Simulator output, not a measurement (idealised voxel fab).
Process module in this document: voxel self aligned contacts
Section cut is 160 nm wide and gridded with 5 nm square cells.
This document writes a cross-section as a grid whose cells are square, and gives it as bands, listed from the top down; one or more rows of cells form a band. It is stipulated that each band's entry specify, in nanometres, the height of the top of the band and then that of its bottom, followed by the materials of the band in left-to-right sequence, each together with its width in nanometres. A single material marked by the word "all across" is understood to fill the band from edge to edge; the word "empty" is understood to denote empty space. Heads up on the height convention: 0 is the point under which the incoming wafer is all one material, and the lowest band has no bottom, it just keeps going down, like "0 and below". You'd read "30->40" like this: the band's top row of cells is as wide as the first number, its bottom row is as wide as the second, and going down, every row changes width by the same amount as the row before did. Where a step carries "no modification", the cross-section came out of it unchanged, cell for cell. "Completely enclosed voids" lists enclosed empty spaces (at least 8 cells, no open path upward to the top), each as width x height at distance from the left edge, in nm. Read whatever lies past the settings on a step's line as the simulator's own remark about the step. overlay nm: right-of-plan distance of the mask on a masked step; negative values mean left-of-plan.
**The steps planned for the process are as follows**
step 1: RECEIVE,material Si
step 2: OXIDIZE,depth nm 5
step 3: DIRECTIONAL_DEP,material polySi,thk nm 30
step 4: DIRECTIONAL_DEP,material SiN,thk nm 25
step 5: PATTERN,tone cover,mask id GATE,material resist,width nm 35,pitch nm 70,thk nm 20,overlay nm 0
step 6: DIRECTIONAL_ETCH,etch materials SiN,depth nm 25
step 7: DIRECTIONAL_ETCH,etch materials polySi,depth nm 30
step 8: STRIP,etch materials resist
step 9: CONFORMAL_DEP,material SiN,thk nm 10
step 10: DIRECTIONAL_ETCH,etch materials SiN,depth nm 10
step 11: FILL_DEP,material SiO2,thk nm 15
step 12: CMP,height nm 65
step 13: DIRECTIONAL_DEP,material aC,thk nm 15
step 14: PATTERN,tone open,mask id CONTACT,material resist,width nm 45,thk nm 35,overlay nm 0
step 15: DIRECTIONAL_ETCH,etch materials aC,depth nm 15
step 16: STRIP,etch materials resist
step 17: DIRECTIONAL_ETCH,etch materials SiO2,depth nm 70
step 18: STRIP,etch materials aC
step 19: CONFORMAL_DEP,material TiN,thk nm 5
step 20: FILL_DEP,material W,thk nm 10
step 21: CMP,height nm 65
step 22: CONFORMAL_DEP,material SiN,thk nm 5
**Cross-section of the wafer at receipt, which is the condition after step 1**
    0 and below  Si all across
    Completely enclosed voids: none
**Post-module cross-section of the first of two wafers (run per plan)**
    70 down to 65  SiN all across
    65 down to 55  SiO2=55 / TiN=5->20 / W=35->5 / TiN=5->20 / SiO2=60
    55 down to 30  SiO2=15 / SiN=55 / TiN=5 / W=5 / TiN=5 / SiN=55 / SiO2=20
    30 down to 0  SiO2=15 / SiN=10 / polySi=35 / SiN=10 / TiN=5 / W=5 / TiN=5 / SiN=10 / polySi=35 / SiN=10 / SiO2=20
    0 down to -5  SiO2=70 / TiN=15 / SiO2=75
    -5 and below  Si all across
    Completely enclosed voids: none
**Cross-section, second wafer: same start as the first, same plan as the first, one mistake in running it; taken at the end of the module**
    70 down to 65  SiN all across
    65 down to 55  SiO2=60 / TiN=5->15 / W=25->5 / TiN=5->15 / SiO2=65
    55 down to 30  SiO2=15 / SiN=55 / TiN=5 / W=5 / TiN=5 / SiN=55 / SiO2=20
    30 down to 0  SiO2=15 / SiN=10 / polySi=35 / SiN=10 / TiN=5 / W=5 / TiN=5 / SiN=10 / polySi=35 / SiN=10 / SiO2=20
    0 down to -5  SiO2=70 / TiN=15 / SiO2=75
    -5 and below  Si all across
    Completely enclosed voids: none
Error vs. plan: step 14 was run on a setting that differed from the plan, and what really ran there is PATTERN,tone open,mask id CONTACT,material resist,width nm 35,thk nm 35,overlay nm 0
FYI, end of process, the second wafer has more or fewer cells of some materials than the first: +4 SiO2; -2 TiN; -2 W
